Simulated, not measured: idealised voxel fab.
Name of the process module below: voxel air gaps
Shown is cross-section cut, with a width of 205 nm and square cells of size 5 nm.
Cross-section layout: square cells on a grid; listed as bands, top to bottom; a band spans one or more cell rows.
Heads up on the band format: heights come first, top then bottom, in nm. After that it's the materials left to right, each with its width in nm. A single material flagged "all across" fills the whole band edge to edge, and "blank" means there's empty space there.
Heights are measured from 0, the level below which the as-received wafer is all one material; the lowest band has no bottom and continues downward, written as in "0 down".
So if you see something like "30..40" for the width, read it as the top row of the band sitting at the first number and the bottom row at the second, with every row in between moving by the same amount as the last.
Any step labelled "no alterations made" changed none of the cells in the cross-section.
Reported under the label "Sealed-off cavities" are the empty spaces having no open way to the top and comprising 8 cells or more; the notation for each is width x height at distance, in which the distance is measured from the left edge and all three values are in nm.
Step line, after settings: the simulator's comment on this step.
"overlay nm" answers the question of how far to the right of plan the mask lay on a step that has a mask, and when it is negative the answer is to the left.

Steps planned for the process:
1 RECEIVE [material Si]
2 CONFORMAL_DEP [material SiO2] [thk nm 15]
3 CONFORMAL_DEP [material SiN] [thk nm 5]
4 DIRECTIONAL_DEP [material lowk] [thk nm 40]
5 DIRECTIONAL_DEP [material aC] [thk nm 15]
6 PATTERN [tone open] [mask id LINES] [material resist] [width nm 25] [pitch nm 50] [thk nm 30] [overlay nm 0]
7 DIRECTIONAL_ETCH [etch materials aC] [depth nm 15]
8 STRIP [etch materials resist]
9 DIRECTIONAL_ETCH [etch materials lowk] [depth nm 40]
10 STRIP [etch materials aC]
11 CONFORMAL_DEP [material TiN] [thk nm 5]
12 FILL_DEP [material W] [thk nm 10]
13 CMP [height nm 60]
14 EPI [material Ru] [thk nm 10]
15 SELECTIVE_ETCH [etch materials lowk] [depth nm 50]
16 CONFORMAL_DEP [material SiCN] [thk nm 5]

First wafer, two in total, run as planned:

Shown in cross-section is the wafer as received, that is, as it stands after step 1:
- 0 down = Si all across
- Sealed-off cavities: none

Wafer after step 2 (cross-section):
- 15 to 0 = SiO2 all across
- Whatever lies below 0 is exactly as it was before.

Wafer after step 3 (cross-section):
- 20 to 15 = SiN all across
- Whatever lies below 15 is exactly as it was before.

Wafer after step 4 (cross-section):
- 60 to 20 = lowk all across
- Whatever lies below 20 is exactly as it was before.

Wafer after step 5 (cross-section):
- 75 to 60 = aC all across
- Whatever lies below 60 is exactly as it was before.

Wafer after step 6 (cross-section):
- 105 to 75 = 40 nm resist / 25 nm blank / 25 nm resist / 25 nm blank / 25 nm resist / 25 nm blank / 40 nm resist
- Whatever lies below 75 is exactly as it was before.

Wafer after step 7 (cross-section):
- 90 to 75 = 40 nm resist / 25 nm blank / 25 nm resist / 25 nm blank / 25 nm resist / 25 nm blank / 40 nm resist
- 75 to 60 = 40 nm aC / 25 nm blank / 25 nm aC / 25 nm blank / 25 nm aC / 25 nm blank / 40 nm aC
- Whatever lies below 60 is exactly as it was before.

Wafer after step 8 (cross-section):
- 75 to 60 = 40 nm aC / 25 nm blank / 25 nm aC / 25 nm blank / 25 nm aC / 25 nm blank / 40 nm aC
- Whatever lies below 60 is exactly as it was before.

Wafer after step 9 (cross-section):
- 75 to 60 = 40 nm aC / 25 nm blank / 25 nm aC / 25 nm blank / 25 nm aC / 25 nm blank / 40 nm aC
- 60 to 20 = 40 nm lowk / 25 nm blank / 25 nm lowk / 25 nm blank / 25 nm lowk / 25 nm blank / 40 nm lowk
- Whatever lies below 20 is exactly as it was before.

Wafer after step 10 (cross-section):
- 60 to 20 = 40 nm lowk / 25 nm blank / 25 nm lowk / 25 nm blank / 25 nm lowk / 25 nm blank / 40 nm lowk
- Whatever lies below 20 is exactly as it was before.

Wafer after step 11 (cross-section):
- 65 to 60 = 45 nm TiN / 15 nm blank / 35 nm TiN / 15 nm blank / 35 nm TiN / 15 nm blank / 45 nm TiN
- 60 to 25 = 40 nm lowk / 5 nm TiN / 15 nm blank / 5 nm TiN / 25 nm lowk / 5 nm TiN / 15 nm blank / 5 nm TiN / 25 nm lowk / 5 nm TiN / 15 nm blank / 5 nm TiN / 40 nm lowk
- 25 to 20 = 40 nm lowk / 25 nm TiN / 25 nm lowk / 25 nm TiN / 25 nm lowk / 25 nm TiN / 40 nm lowk
- Whatever lies below 20 is exactly as it was before.

Wafer after step 12 (cross-section):
- 75 to 65 = W all across
- 65 to 60 = 45 nm TiN / 15 nm W / 35 nm TiN / 15 nm W / 35 nm TiN / 15 nm W / 45 nm TiN
- 60 to 25 = 40 nm lowk / 5 nm TiN / 15 nm W / 5 nm TiN / 25 nm lowk / 5 nm TiN / 15 nm W / 5 nm TiN / 25 nm lowk / 5 nm TiN / 15 nm W / 5 nm TiN / 40 nm lowk
- Whatever lies below 25 is exactly as it was before.

Wafer after step 13 (cross-section):
- 60 to 25 = 40 nm lowk / 5 nm TiN / 15 nm W / 5 nm TiN / 25 nm lowk / 5 nm TiN / 15 nm W / 5 nm TiN / 25 nm lowk / 5 nm TiN / 15 nm W / 5 nm TiN / 40 nm lowk
- Whatever lies below 25 is exactly as it was before.

Wafer after step 14 (cross-section):
- 70 to 60 = 30 nm blank / 45 nm Ru / 5 nm blank / 45 nm Ru / 5 nm blank / 45 nm Ru / 30 nm blank
- Whatever lies below 60 is exactly as it was before.

Wafer after step 15 (cross-section):
- 70 to 60 = 30 nm blank / 45 nm Ru / 5 nm blank / 45 nm Ru / 5 nm blank / 45 nm Ru / 30 nm blank
- 60 to 25 = 40 nm blank / 5 nm TiN / 15 nm W / 5 nm TiN / 25 nm blank / 5 nm TiN / 15 nm W / 5 nm TiN / 25 nm blank / 5 nm TiN / 15 nm W / 5 nm TiN / 40 nm blank
- 25 to 20 = 40 nm blank / 25 nm TiN / 25 nm blank / 25 nm TiN / 25 nm blank / 25 nm TiN / 40 nm blank
- Whatever lies below 20 is exactly as it was before.

Wafer after step 16 (cross-section):
- 75 to 70 = 25 nm blank / 155 nm SiCN / 25 nm blank
- 70 to 60 = 25 nm blank / 5 nm SiCN / 45 nm Ru / 5 nm SiCN / 45 nm Ru / 5 nm SiCN / 45 nm Ru / 5 nm SiCN / 25 nm blank
- 60 to 55 = 25 nm blank / 15 nm SiCN / 5 nm TiN / 15 nm W / 5 nm TiN / 25 nm SiCN / 5 nm TiN / 15 nm W / 5 nm TiN / 25 nm SiCN / 5 nm TiN / 15 nm W / 5 nm TiN / 15 nm SiCN / 25 nm blank
- 55 to 25 = 35 nm blank / 5 nm SiCN / 5 nm TiN / 15 nm W / 5 nm TiN / 5 nm SiCN / 15 nm blank / 5 nm SiCN / 5 nm TiN / 15 nm W / 5 nm TiN / 5 nm SiCN / 15 nm blank / 5 nm SiCN / 5 nm TiN / 15 nm W / 5 nm TiN / 5 nm SiCN / 35 nm blank
- 25 to 20 = 40 nm SiCN / 25 nm TiN / 25 nm SiCN / 25 nm TiN / 25 nm SiCN / 25 nm TiN / 40 nm SiCN
- Whatever lies below 20 is exactly as it was before.
- Sealed-off cavities: 15 x 30 at 70; 15 x 30 at 120

Second Wafer (Identical Start and Plan, One Processing Error; Matches First Wafer Through Step 5):

The second wafer cut through, at the time step 6 was supposed to be finished:
- 105 to 75 = 35 nm resist / 35 nm blank / 15 nm resist / 35 nm blank / 15 nm resist / 35 nm blank / 35 nm resist
- Whatever lies below 75 is exactly as it was before.

The second wafer cut through, at the time step 7 was supposed to be finished:
- 90 to 75 = 35 nm resist / 35 nm blank / 15 nm resist / 35 nm blank / 15 nm resist / 35 nm blank / 35 nm resist
- 75 to 60 = 35 nm aC / 35 nm blank / 15 nm aC / 35 nm blank / 15 nm aC / 35 nm blank / 35 nm aC
- Whatever lies below 60 is exactly as it was before.

The second wafer cut through, at the time step 8 was supposed to be finished:
- 75 to 60 = 35 nm aC / 35 nm blank / 15 nm aC / 35 nm blank / 15 nm aC / 35 nm blank / 35 nm aC
- Whatever lies below 60 is exactly as it was before.

The second wafer cut through, at the time step 9 was supposed to be finished:
- 75 to 60 = 35 nm aC / 35 nm blank / 15 nm aC / 35 nm blank / 15 nm aC / 35 nm blank / 35 nm aC
- 60 to 20 = 35 nm lowk / 35 nm blank / 15 nm lowk / 35 nm blank / 15 nm lowk / 35 nm blank / 35 nm lowk
- Whatever lies below 20 is exactly as it was before.

The second wafer cut through, at the time step 10 was supposed to be finished:
- 60 to 20 = 35 nm lowk / 35 nm blank / 15 nm lowk / 35 nm blank / 15 nm lowk / 35 nm blank / 35 nm lowk
- Whatever lies below 20 is exactly as it was before.

The second wafer cut through, at the time step 11 was supposed to be finished:
- 65 to 60 = 40 nm TiN / 25 nm blank / 25 nm TiN / 25 nm blank / 25 nm TiN / 25 nm blank / 40 nm TiN
- 60 to 25 = 35 nm lowk / 5 nm TiN / 25 nm blank / 5 nm TiN / 15 nm lowk / 5 nm TiN / 25 nm blank / 5 nm TiN / 15 nm lowk / 5 nm TiN / 25 nm blank / 5 nm TiN / 35 nm lowk
- 25 to 20 = 35 nm lowk / 35 nm TiN / 15 nm lowk / 35 nm TiN / 15 nm lowk / 35 nm TiN / 35 nm lowk
- Whatever lies below 20 is exactly as it was before.

The second wafer cut through, at the time step 12 was supposed to be finished:
- 75 to 65 = W all across
- 65 to 60 = 40 nm TiN / 25 nm W / 25 nm TiN / 25 nm W / 25 nm TiN / 25 nm W / 40 nm TiN
- 60 to 25 = 35 nm lowk / 5 nm TiN / 25 nm W / 5 nm TiN / 15 nm lowk / 5 nm TiN / 25 nm W / 5 nm TiN / 15 nm lowk / 5 nm TiN / 25 nm W / 5 nm TiN / 35 nm lowk
- Whatever lies below 25 is exactly as it was before.

The second wafer cut through, at the time step 13 was supposed to be finished:
- 60 to 25 = 35 nm lowk / 5 nm TiN / 25 nm W / 5 nm TiN / 15 nm lowk / 5 nm TiN / 25 nm W / 5 nm TiN / 15 nm lowk / 5 nm TiN / 25 nm W / 5 nm TiN / 35 nm lowk
- Whatever lies below 25 is exactly as it was before.

The second wafer cut through, at the time step 14 was supposed to be finished:
- 70 to 60 = 25 nm blank / 155 nm Ru / 25 nm blank
- Whatever lies below 60 is exactly as it was before.

The second wafer cut through, at the time step 15 was supposed to be finished:
- 70 to 60 = 25 nm blank / 155 nm Ru / 25 nm blank
- 60 to 25 = 35 nm blank / 5 nm TiN / 25 nm W / 5 nm TiN / 15 nm lowk / 5 nm TiN / 25 nm W / 5 nm TiN / 15 nm lowk / 5 nm TiN / 25 nm W / 5 nm TiN / 35 nm blank
- 25 to 20 = 35 nm blank / 35 nm TiN / 15 nm lowk / 35 nm TiN / 15 nm lowk / 35 nm TiN / 35 nm blank
- Whatever lies below 20 is exactly as it was before.

The second wafer cut through, at the time step 16 was supposed to be finished:
- 75 to 70 = 20 nm blank / 165 nm SiCN / 20 nm blank
- 70 to 60 = 20 nm blank / 5 nm SiCN / 155 nm Ru / 5 nm SiCN / 20 nm blank
- 60 to 55 = 20 nm blank / 15 nm SiCN / 5 nm TiN / 25 nm W / 5 nm TiN / 15 nm lowk / 5 nm TiN / 25 nm W / 5 nm TiN / 15 nm lowk / 5 nm TiN / 25 nm W / 5 nm TiN / 15 nm SiCN / 20 nm blank
- 55 to 25 = 30 nm blank / 5 nm SiCN / 5 nm TiN / 25 nm W / 5 nm TiN / 15 nm lowk / 5 nm TiN / 25 nm W / 5 nm TiN / 15 nm lowk / 5 nm TiN / 25 nm W / 5 nm TiN / 5 nm SiCN / 30 nm blank
- 25 to 20 = 35 nm SiCN / 35 nm TiN / 15 nm lowk / 35 nm TiN / 15 nm lowk / 35 nm TiN / 35 nm SiCN
- Whatever lies below 20 is exactly as it was before.
Plan not followed: step 6 was processed under conditions differing from the plan, specifically as PATTERN [tone open] [mask id LINES] [material resist] [width nm 35] [pitch nm 50] [thk nm 30] [overlay nm 0]
Upon completion, the second wafer contains, in terms of cells, a greater or smaller amount of certain materials than the first wafer: Ru: 8 more, SiCN: 48 fewer, TiN: 6 more, W: 42 more, lowk: 48 more
End state: 2 closed voids on the first wafer, 0 on the second.
